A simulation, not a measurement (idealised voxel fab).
Process module heading - voxel capacitor over wiring
Shown is cross-section cut, with a width of 155 nm and square cells of size 5 nm.
Cross-section, as written here: a square-cell grid given band by band from the top down, where a band holds one or more rows of cells. In this notation a band is specified by the heights of its top and bottom, in that order and in nm, after which its materials appear from left to right, each paired with its width in nm. The word "full width" attached to a single material means that material fills the band from edge to edge; the word "air" stands for empty space. Measure heights from 0. That's the level where, below it, the as-received wafer is all one material. The lowest band is bottomless and extends downward; write it as in "top 0, no bottom". A two-number width, for instance "30->40", indicates that the width is equal to the first number in the top row of the band and to the second number in the bottom row, and that it changes by a constant amount per row of cells. What does "all unchanged" mean for a step? It means no cell of the cross-section changed in that step. Closed empty spaces (no open way to the top) of 8 cells or more are what "Tabulated closed voids" lists, each as width x height at distance from the left edge, nm for all three. Past the settings on a step's line: simulator remark, on that step. The setting "overlay nm" may be written on the line of a step. When the step uses a mask, the value reports how far to the right of the planned place the mask lay, and a negative value reports that it lay to the left.
## Listed below are the process steps as planned
1. RECEIVE: material Si
2. CONFORMAL_DEP: material SiO2, thk nm 15
3. DIRECTIONAL_DEP: material TiN, thk nm 5
4. DIRECTIONAL_DEP: material Ru, thk nm 15
5. MASKED_ETCH: tone cover, mask id METAL_1, width nm 25, pitch nm 85, etch materials Ru, depth nm 15, overlay nm 0
6. MASKED_ETCH: tone cover, mask id METAL_1, width nm 25, pitch nm 85, etch materials TiN, depth nm 5, overlay nm 0
7. CONFORMAL_DEP: material SiN, thk nm 5
8. FILL_DEP: material SiO2, thk nm 5
9. CMP: height nm 35
10. CONFORMAL_DEP: material SiCN, thk nm 5
11. DIRECTIONAL_DEP: material lowk, thk nm 20
12. MASKED_ETCH: tone open, mask id PLUG_1, width nm 15, etch materials lowk, depth nm 20, overlay nm 0
13. MASKED_ETCH: tone open, mask id PLUG_1, width nm 15, etch materials SiCN, depth nm 5, overlay nm 0
14. EPI: material Ru, thk nm 10
15. EPI: material Ru, thk nm 10
16. EPI: material Ru, thk nm 5
17. DIRECTIONAL_DEP: material TiN, thk nm 5
18. DIRECTIONAL_DEP: material SiN, thk nm 5
19. DIRECTIONAL_DEP: material TiN, thk nm 5
20. MASKED_ETCH: tone cover, mask id UPPER_PLATE, width nm 65, etch materials TiN, depth nm 5, overlay nm 0
21. MASKED_ETCH: tone cover, mask id UPPER_PLATE, width nm 65, etch materials SiN, depth nm 5, overlay nm 0
22. PATTERN: tone cover, mask id LOWER_PLATE, material resist, width nm 75, thk nm 20, overlay nm 0
23. DIRECTIONAL_ETCH: etch materials TiN, depth nm 5
24. STRIP: etch materials resist
25. FILL_DEP: material SiO2, thk nm 20
26. CMP: height nm 90
27. PATTERN: tone open, mask id PLUG_2, material resist, width nm 15, thk nm 20, overlay nm 0
28. DIRECTIONAL_ETCH: etch materials SiO2, depth nm 15
29. STRIP: etch materials resist
30. CONFORMAL_DEP: material TiN, thk nm 5
31. FILL_DEP: material W, thk nm 10
32. CMP: height nm 90
33. CONFORMAL_DEP: material SiN, thk nm 5
## The first of the two wafers, which ran as planned
## Wafer cross-section on receipt, i.e. after step 1
    top 0, no bottom: Si full width
    Tabulated closed voids: none
## Cross-section of the wafer after step 2
    top 15, bottom 0: SiO2 full width
    Below 0, the layers are the same as they were.
## Cross-section of the wafer after step 3
    top 20, bottom 15: TiN full width
    Below 15, the layers are the same as they were.
## Cross-section of the wafer after step 4
    top 35, bottom 20: Ru full width
    Below 20, the layers are the same as they were.
## Cross-section of the wafer after step 5
    top 35, bottom 20: air (20), Ru (25), air (60), Ru (25), air (25)
    Below 20, the layers are the same as they were.
## Cross-section of the wafer after step 6
    top 35, bottom 20: air (20), Ru (25), air (60), Ru (25), air (25)
    top 20, bottom 15: air (20), TiN (25), air (60), TiN (25), air (25)
    Below 15, the layers are the same as they were.
## Cross-section of the wafer after step 7
    top 40, bottom 35: air (15), SiN (35), air (50), SiN (35), air (20)
    top 35, bottom 20: air (15), SiN (5), Ru (25), SiN (5), air (50), SiN (5), Ru (25), SiN (5), air (20)
    top 20, bottom 15: SiN (20), TiN (25), SiN (60), TiN (25), SiN (25)
    Below 15, the layers are the same as they were.
## Cross-section of the wafer after step 8
    top 45, bottom 40: SiO2 full width
    top 40, bottom 35: SiO2 (15), SiN (35), SiO2 (50), SiN (35), SiO2 (20)
    top 35, bottom 20: SiO2 (15), SiN (5), Ru (25), SiN (5), SiO2 (50), SiN (5), Ru (25), SiN (5), SiO2 (20)
    Below 20, the layers are the same as they were.
## Cross-section of the wafer after step 9
    top 35, bottom 20: SiO2 (15), SiN (5), Ru (25), SiN (5), SiO2 (50), SiN (5), Ru (25), SiN (5), SiO2 (20)
    Below 20, the layers are the same as they were.
## Cross-section of the wafer after step 10
    top 40, bottom 35: SiCN full width
    Below 35, the layers are the same as they were.
## Cross-section of the wafer after step 11
    top 60, bottom 40: lowk full width
    Below 40, the layers are the same as they were.
## Cross-section of the wafer after step 12
    top 60, bottom 40: lowk (30), air (15), lowk (110)
    Below 40, the layers are the same as they were.
## Cross-section of the wafer after step 13
    top 60, bottom 40: lowk (30), air (15), lowk (110)
    top 40, bottom 35: SiCN (30), air (15), SiCN (110)
    Below 35, the layers are the same as they were.
## Cross-section of the wafer after step 14
    top 60, bottom 45: lowk (30), air (15), lowk (110)
    top 45, bottom 40: lowk (30), Ru (15), lowk (110)
    top 40, bottom 35: SiCN (30), Ru (15), SiCN (110)
    Below 35, the layers are the same as they were.
## Cross-section of the wafer after step 15
    top 60, bottom 55: lowk (30), air (15), lowk (110)
    top 55, bottom 40: lowk (30), Ru (15), lowk (110)
    Below 40, the layers are the same as they were.
## Cross-section of the wafer after step 16
    top 60, bottom 40: lowk (30), Ru (15), lowk (110)
    Below 40, the layers are the same as they were.
## Cross-section of the wafer after step 17
    top 65, bottom 60: TiN full width
    Below 60, the layers are the same as they were.
## Cross-section of the wafer after step 18
    top 70, bottom 65: SiN full width
    Below 65, the layers are the same as they were.
## Cross-section of the wafer after step 19
    top 75, bottom 70: TiN full width
    Below 70, the layers are the same as they were.
## Cross-section of the wafer after step 20
    top 75, bottom 70: air (30), TiN (65), air (60)
    Below 70, the layers are the same as they were.
## Cross-section of the wafer after step 21
    top 75, bottom 70: air (30), TiN (65), air (60)
    top 70, bottom 65: air (30), SiN (65), air (60)
    Below 65, the layers are the same as they were.
## Cross-section of the wafer after step 22
    top 95, bottom 75: air (25), resist (75), air (55)
    top 75, bottom 70: air (25), resist (5), TiN (65), resist (5), air (55)
    top 70, bottom 65: air (25), resist (5), SiN (65), resist (5), air (55)
    Below 65, the layers are the same as they were.
## Cross-section of the wafer after step 23
    top 95, bottom 75: air (25), resist (75), air (55)
    top 75, bottom 70: air (25), resist (5), TiN (65), resist (5), air (55)
    top 70, bottom 65: air (25), resist (5), SiN (65), resist (5), air (55)
    top 65, bottom 60: air (25), TiN (75), air (55)
    Below 60, the layers are the same as they were.
## Cross-section of the wafer after step 24
    top 75, bottom 70: air (30), TiN (65), air (60)
    top 70, bottom 65: air (30), SiN (65), air (60)
    Below 65, the layers are the same as they were.
## Cross-section of the wafer after step 25
    top 95, bottom 75: SiO2 full width
    top 75, bottom 70: SiO2 (30), TiN (65), SiO2 (60)
    top 70, bottom 65: SiO2 (30), SiN (65), SiO2 (60)
    top 65, bottom 60: SiO2 (25), TiN (75), SiO2 (55)
    Below 60, the layers are the same as they were.
## Cross-section of the wafer after step 26
    top 90, bottom 75: SiO2 full width
    Below 75, the layers are the same as they were.
## Cross-section of the wafer after step 27
    top 110, bottom 90: resist (40), air (15), resist (100)
    Below 90, the layers are the same as they were.
## Cross-section of the wafer after step 28
    top 110, bottom 90: resist (40), air (15), resist (100)
    top 90, bottom 75: SiO2 (40), air (15), SiO2 (100)
    Below 75, the layers are the same as they were.
## Cross-section of the wafer after step 29
    top 90, bottom 75: SiO2 (40), air (15), SiO2 (100)
    Below 75, the layers are the same as they were.
## Cross-section of the wafer after step 30
    top 95, bottom 90: TiN (45), air (5), TiN (105)
    top 90, bottom 80: SiO2 (40), TiN (5), air (5), TiN (5), SiO2 (100)
    top 80, bottom 70: SiO2 (40->30), TiN (15->65), SiO2 (100->60)
    Below 70, the layers are the same as they were.
## Cross-section of the wafer after step 31
    top 105, bottom 95: W full width
    top 95, bottom 90: TiN (45), W (5), TiN (105)
    top 90, bottom 80: SiO2 (40), TiN (5), W (5), TiN (5), SiO2 (100)
    Below 80, the layers are the same as they were.
## Cross-section of the wafer after step 32
    top 90, bottom 80: SiO2 (40), TiN (5), W (5), TiN (5), SiO2 (100)
    Below 80, the layers are the same as they were.
## Cross-section of the wafer after step 33
    top 95, bottom 90: SiN full width
    Below 90, the layers are the same as they were.
## Second wafer - shared start and plan with the first - one error in running - same as the first up to step 2 inclusive
Second wafer, section view, time point: scheduled end of step 3: all unchanged
## Second wafer, section view, time point: scheduled end of step 4
    top 30, bottom 15: Ru full width
    Below 15, the layers are the same as they were.
## Second wafer, section view, time point: scheduled end of step 5
    top 30, bottom 15: air (20), Ru (25), air (60), Ru (25), air (25)
    Below 15, the layers are the same as they were.
Second wafer, section view, time point: scheduled end of step 6: all unchanged
## Second wafer, section view, time point: scheduled end of step 7
    top 35, bottom 30: air (15), SiN (35), air (50), SiN (35), air (20)
    top 30, bottom 20: air (15), SiN (5), Ru (25), SiN (5), air (50), SiN (5), Ru (25), SiN (5), air (20)
    top 20, bottom 15: SiN (20), Ru (25), SiN (60), Ru (25), SiN (25)
    Below 15, the layers are the same as they were.
## Second wafer, section view, time point: scheduled end of step 8
    top 40, bottom 35: SiO2 full width
    top 35, bottom 30: SiO2 (15), SiN (35), SiO2 (50), SiN (35), SiO2 (20)
    top 30, bottom 20: SiO2 (15), SiN (5), Ru (25), SiN (5), SiO2 (50), SiN (5), Ru (25), SiN (5), SiO2 (20)
    Below 20, the layers are the same as they were.
## Second wafer, section view, time point: scheduled end of step 9
    top 35, bottom 30: SiO2 (15), SiN (35), SiO2 (50), SiN (35), SiO2 (20)
    Below 30, the layers are the same as they were.
## Second wafer, section view, time point: scheduled end of step 10
    top 40, bottom 35: SiCN full width
    Below 35, the layers are the same as they were.
## Second wafer, section view, time point: scheduled end of step 11
    top 60, bottom 40: lowk full width
    Below 40, the layers are the same as they were.
## Second wafer, section view, time point: scheduled end of step 12
    top 60, bottom 40: lowk (30), air (15), lowk (110)
    Below 40, the layers are the same as they were.
## Second wafer, section view, time point: scheduled end of step 13
    top 60, bottom 40: lowk (30), air (15), lowk (110)
    top 40, bottom 35: SiCN (30), air (15), SiCN (110)
    Below 35, the layers are the same as they were.
Second wafer, section view, time point: scheduled end of step 14: all unchanged
Second wafer, section view, time point: scheduled end of step 15: all unchanged
Second wafer, section view, time point: scheduled end of step 16: all unchanged
## Second wafer, section view, time point: scheduled end of step 17
    top 65, bottom 60: TiN (30), air (15), TiN (110)
    top 60, bottom 40: lowk (30), air (15), lowk (110)
    top 40, bottom 35: SiCN (30), TiN (15), SiCN (110)
    Below 35, the layers are the same as they were.
## Second wafer, section view, time point: scheduled end of step 18
    top 70, bottom 65: SiN (30), air (15), SiN (110)
    top 65, bottom 60: TiN (30), air (15), TiN (110)
    top 60, bottom 45: lowk (30), air (15), lowk (110)
    top 45, bottom 40: lowk (30), SiN (15), lowk (110)
    Below 40, the layers are the same as they were.
## Second wafer, section view, time point: scheduled end of step 19
    top 75, bottom 70: TiN (30), air (15), TiN (110)
    top 70, bottom 65: SiN (30), air (15), SiN (110)
    top 65, bottom 60: TiN (30), air (15), TiN (110)
    top 60, bottom 50: lowk (30), air (15), lowk (110)
    top 50, bottom 45: lowk (30), TiN (15), lowk (110)
    Below 45, the layers are the same as they were.
## Second wafer, section view, time point: scheduled end of step 20
    top 75, bottom 70: air (45), TiN (50), air (60)
    Below 70, the layers are the same as they were.
## Second wafer, section view, time point: scheduled end of step 21
    top 75, bottom 70: air (45), TiN (50), air (60)
    top 70, bottom 65: air (45), SiN (50), air (60)
    Below 65, the layers are the same as they were.
## Second wafer, section view, time point: scheduled end of step 22
    top 95, bottom 75: air (25), resist (75), air (55)
    top 75, bottom 70: air (25), resist (20), TiN (50), resist (5), air (55)
    top 70, bottom 65: air (25), resist (20), SiN (50), resist (5), air (55)
    top 65, bottom 60: TiN (30), resist (15), TiN (110)
    top 60, bottom 50: lowk (30), resist (15), lowk (110)
    Below 50, the layers are the same as they were.
## Second wafer, section view, time point: scheduled end of step 23
    top 95, bottom 75: air (25), resist (75), air (55)
    top 75, bottom 70: air (25), resist (20), TiN (50), resist (5), air (55)
    top 70, bottom 65: air (25), resist (20), SiN (50), resist (5), air (55)
    top 65, bottom 60: air (25), TiN (5), resist (15), TiN (55), air (55)
    Below 60, the layers are the same as they were.
## Second wafer, section view, time point: scheduled end of step 24
    top 75, bottom 70: air (45), TiN (50), air (60)
    top 70, bottom 65: air (45), SiN (50), air (60)
    top 65, bottom 60: air (25), TiN (5), air (15), TiN (55), air (55)
    top 60, bottom 50: lowk (30), air (15), lowk (110)
    Below 50, the layers are the same as they were.
## Second wafer, section view, time point: scheduled end of step 25
    top 95, bottom 75: SiO2 full width
    top 75, bottom 70: SiO2 (45), TiN (50), SiO2 (60)
    top 70, bottom 65: SiO2 (45), SiN (50), SiO2 (60)
    top 65, bottom 60: SiO2 (25), TiN (5), SiO2 (15), TiN (55), SiO2 (55)
    top 60, bottom 50: lowk (30), SiO2 (15), lowk (110)
    Below 50, the layers are the same as they were.
## Second wafer, section view, time point: scheduled end of step 26
    top 90, bottom 75: SiO2 full width
    Below 75, the layers are the same as they were.
## Second wafer, section view, time point: scheduled end of step 27
    top 110, bottom 90: resist (40), air (15), resist (100)
    Below 90, the layers are the same as they were.
## Second wafer, section view, time point: scheduled end of step 28
    top 110, bottom 90: resist (40), air (15), resist (100)
    top 90, bottom 75: SiO2 (40), air (15), SiO2 (100)
    Below 75, the layers are the same as they were.
## Second wafer, section view, time point: scheduled end of step 29
    top 90, bottom 75: SiO2 (40), air (15), SiO2 (100)
    Below 75, the layers are the same as they were.
## Second wafer, section view, time point: scheduled end of step 30
    top 95, bottom 90: TiN (45), air (5), TiN (105)
    top 90, bottom 80: SiO2 (40), TiN (5), air (5), TiN (5), SiO2 (100)
    top 80, bottom 70: SiO2 (40->45), TiN (15->50), SiO2 (100->60)
    Below 70, the layers are the same as they were.
## Second wafer, section view, time point: scheduled end of step 31
    top 105, bottom 95: W full width
    top 95, bottom 90: TiN (45), W (5), TiN (105)
    top 90, bottom 80: SiO2 (40), TiN (5), W (5), TiN (5), SiO2 (100)
    Below 80, the layers are the same as they were.
## Second wafer, section view, time point: scheduled end of step 32
    top 90, bottom 80: SiO2 (40), TiN (5), W (5), TiN (5), SiO2 (100)
    Below 80, the layers are the same as they were.
## Second wafer, section view, time point: scheduled end of step 33
    top 95, bottom 90: SiN full width
    Below 90, the layers are the same as they were.
Want to know what went wrong? step 3 from the plan never happened, it was just skipped
Upon completion, the second wafer contains, in terms of cells, a greater or smaller amount of certain materials than the first wafer: Ru: 15 fewer; SiN: 10 more; SiO2: 15 more; TiN: 10 fewer
